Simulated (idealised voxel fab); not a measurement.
Module name: voxel capacitor over wiring (process module)
Square cell edge 5 nm, section width 220 nm, ID cut.
Heads up, the way a cross-section reads in here is a grid of square cells, handed over as bands from the top down, with every band being one or more rows of cells.
What a band's entry tells you: where the top is and where the bottom is, as heights in nm, and after that what lies inside, material by material from left to right, each with its width in nm. Empty space is written as the word "air", and a single material marked with the word "throughout" occupies the band from edge to edge.
Heights are measured from 0, the level below which the as-received wafer is all one material; the lowest band has no bottom and continues downward, written as in "0 -> down".
The notation "30..40" denotes a width that varies across the rows of cells in the band, beginning at the first number in the top row, finishing at the second number in the bottom row, and changing by an identical amount from each row to the next.
Step note "nothing got changed" = no cross-section cell changed.
Closed empty spaces (no open way to the top) of 8 cells or more are what "Closed void roster" lists, each as width x height at distance from the left edge, nm for all three.
What comes after the settings on a step's line is commentary from the simulator itself on that step.
Regarding "overlay nm": on a step with a mask, it is the distance the mask lay to the right of its planned place; a negative value places it to the left.

**Process steps foreseen in the plan**
1) RECEIVE: material Si
2) CONFORMAL_DEP: material SiO2, thk nm 15
3) DIRECTIONAL_DEP: material TiN, thk nm 5
4) DIRECTIONAL_DEP: material W, thk nm 20
5) DIRECTIONAL_DEP: material aC, thk nm 10
6) PATTERN: tone cover, mask id METAL_1, material resist, width nm 20, pitch nm 70, thk nm 30, overlay nm 0
7) DIRECTIONAL_ETCH: etch materials aC, depth nm 10
8) STRIP: etch materials resist
9) DIRECTIONAL_ETCH: etch materials W, depth nm 20
10) DIRECTIONAL_ETCH: etch materials TiN, depth nm 5
11) STRIP: etch materials aC
12) CONFORMAL_DEP: material SiCN, thk nm 5
13) FILL_DEP: material lowk, thk nm 5
14) CMP: height nm 40
15) CONFORMAL_DEP: material SiCN, thk nm 5
16) DIRECTIONAL_DEP: material lowk, thk nm 20
17) PATTERN: tone open, mask id PLUG_1, material resist, width nm 15, thk nm 20, overlay nm 0
18) DIRECTIONAL_ETCH: etch materials lowk, depth nm 20
19) DIRECTIONAL_ETCH: etch materials SiCN, depth nm 5
20) STRIP: etch materials resist
21) CONFORMAL_DEP: material TiN, thk nm 5
22) FILL_DEP: material Ru, thk nm 5
23) CMP: height nm 65
24) DIRECTIONAL_DEP: material TiN, thk nm 10
25) DIRECTIONAL_DEP: material HfO2, thk nm 5
26) DIRECTIONAL_DEP: material TiN, thk nm 10
27) PATTERN: tone cover, mask id UPPER_PLATE, material resist, width nm 55, thk nm 15, overlay nm 0
28) DIRECTIONAL_ETCH: etch materials TiN, depth nm 10
29) DIRECTIONAL_ETCH: etch materials HfO2, depth nm 5
30) STRIP: etch materials resist
31) PATTERN: tone cover, mask id LOWER_PLATE, material resist, width nm 65, thk nm 15, overlay nm 0
32) DIRECTIONAL_ETCH: etch materials TiN, depth nm 10
33) STRIP: etch materials resist
34) FILL_DEP: material SiO2, thk nm 15
35) CMP: height nm 100
36) DIRECTIONAL_DEP: material aC, thk nm 15
37) PATTERN: tone open, mask id PLUG_2, material resist, width nm 15, thk nm 30, overlay nm 0
38) DIRECTIONAL_ETCH: etch materials aC, depth nm 15
39) STRIP: etch materials resist
40) DIRECTIONAL_ETCH: etch materials SiO2, depth nm 10
41) STRIP: etch materials aC
42) CONFORMAL_DEP: material TiN, thk nm 5
43) FILL_DEP: material Cu, thk nm 10
44) CMP: height nm 100
45) CONFORMAL_DEP: material SiN, thk nm 5

**Of two wafers, the first: run according to plan**

**Incoming wafer in cross-section (state: after step 1)**
  0 -> down  Si throughout
  Closed void roster: none

**Cross-section: wafer state after step 2**
  15 -> 0  SiO2 throughout
  At heights below 0, the structure remains unaltered.

**Cross-section: wafer state after step 3**
  20 -> 15  TiN throughout
  At heights below 15, the structure remains unaltered.

**Cross-section: wafer state after step 4**
  40 -> 20  W throughout
  At heights below 20, the structure remains unaltered.

**Cross-section: wafer state after step 5**
  50 -> 40  aC throughout
  At heights below 40, the structure remains unaltered.

**Cross-section: wafer state after step 6**
  80 -> 50  65 air  20 resist  50 air  20 resist  65 air
  At heights below 50, the structure remains unaltered.

**Cross-section: wafer state after step 7**
  70 -> 50  65 air  20 resist  50 air  20 resist  65 air
  50 -> 40  65 air  20 aC  50 air  20 aC  65 air
  At heights below 40, the structure remains unaltered.

**Cross-section: wafer state after step 8**
  50 -> 40  65 air  20 aC  50 air  20 aC  65 air
  At heights below 40, the structure remains unaltered.

**Cross-section: wafer state after step 9**
  50 -> 40  65 air  20 aC  50 air  20 aC  65 air
  40 -> 20  65 air  20 W  50 air  20 W  65 air
  At heights below 20, the structure remains unaltered.

**Cross-section: wafer state after step 10**
  50 -> 40  65 air  20 aC  50 air  20 aC  65 air
  40 -> 20  65 air  20 W  50 air  20 W  65 air
  20 -> 15  65 air  20 TiN  50 air  20 TiN  65 air
  At heights below 15, the structure remains unaltered.

**Cross-section: wafer state after step 11**
  40 -> 20  65 air  20 W  50 air  20 W  65 air
  At heights below 20, the structure remains unaltered.

**Cross-section: wafer state after step 12**
  45 -> 40  60 air  30 SiCN  40 air  30 SiCN  60 air
  40 -> 20  60 air  5 SiCN  20 W  5 SiCN  40 air  5 SiCN  20 W  5 SiCN  60 air
  20 -> 15  65 SiCN  20 TiN  50 SiCN  20 TiN  65 SiCN
  At heights below 15, the structure remains unaltered.

**Cross-section: wafer state after step 13**
  50 -> 45  lowk throughout
  45 -> 40  60 lowk  30 SiCN  40 lowk  30 SiCN  60 lowk
  40 -> 20  60 lowk  5 SiCN  20 W  5 SiCN  40 lowk  5 SiCN  20 W  5 SiCN  60 lowk
  At heights below 20, the structure remains unaltered.

**Cross-section: wafer state after step 14**
  40 -> 20  60 lowk  5 SiCN  20 W  5 SiCN  40 lowk  5 SiCN  20 W  5 SiCN  60 lowk
  At heights below 20, the structure remains unaltered.

**Cross-section: wafer state after step 15**
  45 -> 40  SiCN throughout
  At heights below 40, the structure remains unaltered.

**Cross-section: wafer state after step 16**
  65 -> 45  lowk throughout
  At heights below 45, the structure remains unaltered.

**Cross-section: wafer state after step 17**
  85 -> 65  70 resist  15 air  135 resist
  At heights below 65, the structure remains unaltered.

**Cross-section: wafer state after step 18**
  85 -> 65  70 resist  15 air  135 resist
  65 -> 45  70 lowk  15 air  135 lowk
  At heights below 45, the structure remains unaltered.

**Cross-section: wafer state after step 19**
  85 -> 65  70 resist  15 air  135 resist
  65 -> 45  70 lowk  15 air  135 lowk
  45 -> 40  70 SiCN  15 air  135 SiCN
  At heights below 40, the structure remains unaltered.

**Cross-section: wafer state after step 20**
  65 -> 45  70 lowk  15 air  135 lowk
  At heights below 45, the structure remains unaltered.

**Cross-section: wafer state after step 21**
  70 -> 65  75 TiN  5 air  140 TiN
  65 -> 45  70 lowk  5 TiN  5 air  5 TiN  135 lowk
  45 -> 40  70 SiCN  15 TiN  135 SiCN
  At heights below 40, the structure remains unaltered.

**Cross-section: wafer state after step 22**
  75 -> 70  Ru throughout
  70 -> 65  75 TiN  5 Ru  140 TiN
  65 -> 45  70 lowk  5 TiN  5 Ru  5 TiN  135 lowk
  At heights below 45, the structure remains unaltered.

**Cross-section: wafer state after step 23**
  65 -> 45  70 lowk  5 TiN  5 Ru  5 TiN  135 lowk
  At heights below 45, the structure remains unaltered.

**Cross-section: wafer state after step 24**
  75 -> 65  TiN throughout
  At heights below 65, the structure remains unaltered.

**Cross-section: wafer state after step 25**
  80 -> 75  HfO2 throughout
  At heights below 75, the structure remains unaltered.

**Cross-section: wafer state after step 26**
  90 -> 80  TiN throughout
  At heights below 80, the structure remains unaltered.

**Cross-section: wafer state after step 27**
  105 -> 90  70 air  55 resist  95 air
  At heights below 90, the structure remains unaltered.

**Cross-section: wafer state after step 28**
  105 -> 90  70 air  55 resist  95 air
  90 -> 80  70 air  55 TiN  95 air
  At heights below 80, the structure remains unaltered.

**Cross-section: wafer state after step 29**
  105 -> 90  70 air  55 resist  95 air
  90 -> 80  70 air  55 TiN  95 air
  80 -> 75  70 air  55 HfO2  95 air
  At heights below 75, the structure remains unaltered.

**Cross-section: wafer state after step 30**
  90 -> 80  70 air  55 TiN  95 air
  At heights below 80, the structure remains unaltered.

**Cross-section: wafer state after step 31**
  105 -> 90  65 air  65 resist  90 air
  90 -> 80  65 air  5 resist  55 TiN  5 resist  90 air
  80 -> 75  65 air  5 resist  55 HfO2  5 resist  90 air
  At heights below 75, the structure remains unaltered.

**Cross-section: wafer state after step 32**
  105 -> 90  65 air  65 resist  90 air
  90 -> 80  65 air  5 resist  55 TiN  5 resist  90 air
  80 -> 75  65 air  5 resist  55 HfO2  5 resist  90 air
  75 -> 65  65 air  65 TiN  90 air
  At heights below 65, the structure remains unaltered.

**Cross-section: wafer state after step 33**
  90 -> 80  70 air  55 TiN  95 air
  80 -> 75  70 air  55 HfO2  95 air
  At heights below 75, the structure remains unaltered.

**Cross-section: wafer state after step 34**
  105 -> 90  SiO2 throughout
  90 -> 80  70 SiO2  55 TiN  95 SiO2
  80 -> 75  70 SiO2  55 HfO2  95 SiO2
  75 -> 65  65 SiO2  65 TiN  90 SiO2
  At heights below 65, the structure remains unaltered.

**Cross-section: wafer state after step 35**
  100 -> 90  SiO2 throughout
  At heights below 90, the structure remains unaltered.

**Cross-section: wafer state after step 36**
  115 -> 100  aC throughout
  At heights below 100, the structure remains unaltered.

**Cross-section: wafer state after step 37**
  145 -> 115  80 resist  15 air  125 resist
  At heights below 115, the structure remains unaltered.

**Cross-section: wafer state after step 38**
  130 -> 115  80 resist  15 air  125 resist
  115 -> 100  80 aC  15 air  125 aC
  At heights below 100, the structure remains unaltered.

**Cross-section: wafer state after step 39**
  115 -> 100  80 aC  15 air  125 aC
  At heights below 100, the structure remains unaltered.

**Cross-section: wafer state after step 40**
  115 -> 100  80 aC  15 air  125 aC
  100 -> 90  80 SiO2  15 air  125 SiO2
  At heights below 90, the structure remains unaltered.

**Cross-section: wafer state after step 41**
  100 -> 90  80 SiO2  15 air  125 SiO2
  At heights below 90, the structure remains unaltered.

**Cross-section: wafer state after step 42**
  105 -> 100  85 TiN  5 air  130 TiN
  100 -> 95  80 SiO2  5 TiN  5 air  5 TiN  125 SiO2
  95 -> 90  80 SiO2  15 TiN  125 SiO2
  At heights below 90, the structure remains unaltered.

**Cross-section: wafer state after step 43**
  115 -> 105  Cu throughout
  105 -> 100  85 TiN  5 Cu  130 TiN
  100 -> 95  80 SiO2  5 TiN  5 Cu  5 TiN  125 SiO2
  At heights below 95, the structure remains unaltered.

**Cross-section: wafer state after step 44**
  100 -> 95  80 SiO2  5 TiN  5 Cu  5 TiN  125 SiO2
  At heights below 95, the structure remains unaltered.

**Cross-section: wafer state after step 45**
  105 -> 100  SiN throughout
  At heights below 100, the structure remains unaltered.

**Wafer two. Identical start, identical plan. One mistake in execution. Identical history through step 36**

**Cross-sectional view of the second wafer at the intended end time of process step 37**
  145 -> 115  80 air  15 resist  125 air
  At heights below 115, the structure remains unaltered.

**Cross-sectional view of the second wafer at the intended end time of process step 38**
  130 -> 115  80 air  15 resist  125 air
  115 -> 100  80 air  15 aC  125 air
  At heights below 100, the structure remains unaltered.

**Cross-sectional view of the second wafer at the intended end time of process step 39**
  115 -> 100  80 air  15 aC  125 air
  At heights below 100, the structure remains unaltered.

**Cross-sectional view of the second wafer at the intended end time of process step 40**
  115 -> 100  80 air  15 aC  125 air
  100 -> 90  80 air  15 SiO2  125 air
  At heights below 90, the structure remains unaltered.

**Cross-sectional view of the second wafer at the intended end time of process step 41**
  100 -> 90  80 air  15 SiO2  125 air
  At heights below 90, the structure remains unaltered.

**Cross-sectional view of the second wafer at the intended end time of process step 42**
  105 -> 100  75 air  25 TiN  120 air
  100 -> 95  75 air  5 TiN  15 SiO2  5 TiN  120 air
  95 -> 90  80 TiN  15 SiO2  125 TiN
  At heights below 90, the structure remains unaltered.

**Cross-sectional view of the second wafer at the intended end time of process step 43**
  115 -> 105  Cu throughout
  105 -> 100  75 Cu  25 TiN  120 Cu
  100 -> 95  75 Cu  5 TiN  15 SiO2  5 TiN  120 Cu
  At heights below 95, the structure remains unaltered.

**Cross-sectional view of the second wafer at the intended end time of process step 44**
  100 -> 95  75 Cu  5 TiN  15 SiO2  5 TiN  120 Cu
  At heights below 95, the structure remains unaltered.

**Cross-sectional view of the second wafer at the intended end time of process step 45**
  105 -> 100  SiN throughout
  At heights below 100, the structure remains unaltered.
Which mistake was made when the wafer was run? step 37 did not happen as planned, as run it was PATTERN: tone cover, mask id PLUG_2, material resist, width nm 15, thk nm 30, overlay nm 0
The final cell counts differ between the wafers, with the second having more or fewer of some materials than the first: 38 more of Cu; 76 fewer of SiO2; 38 more of TiN
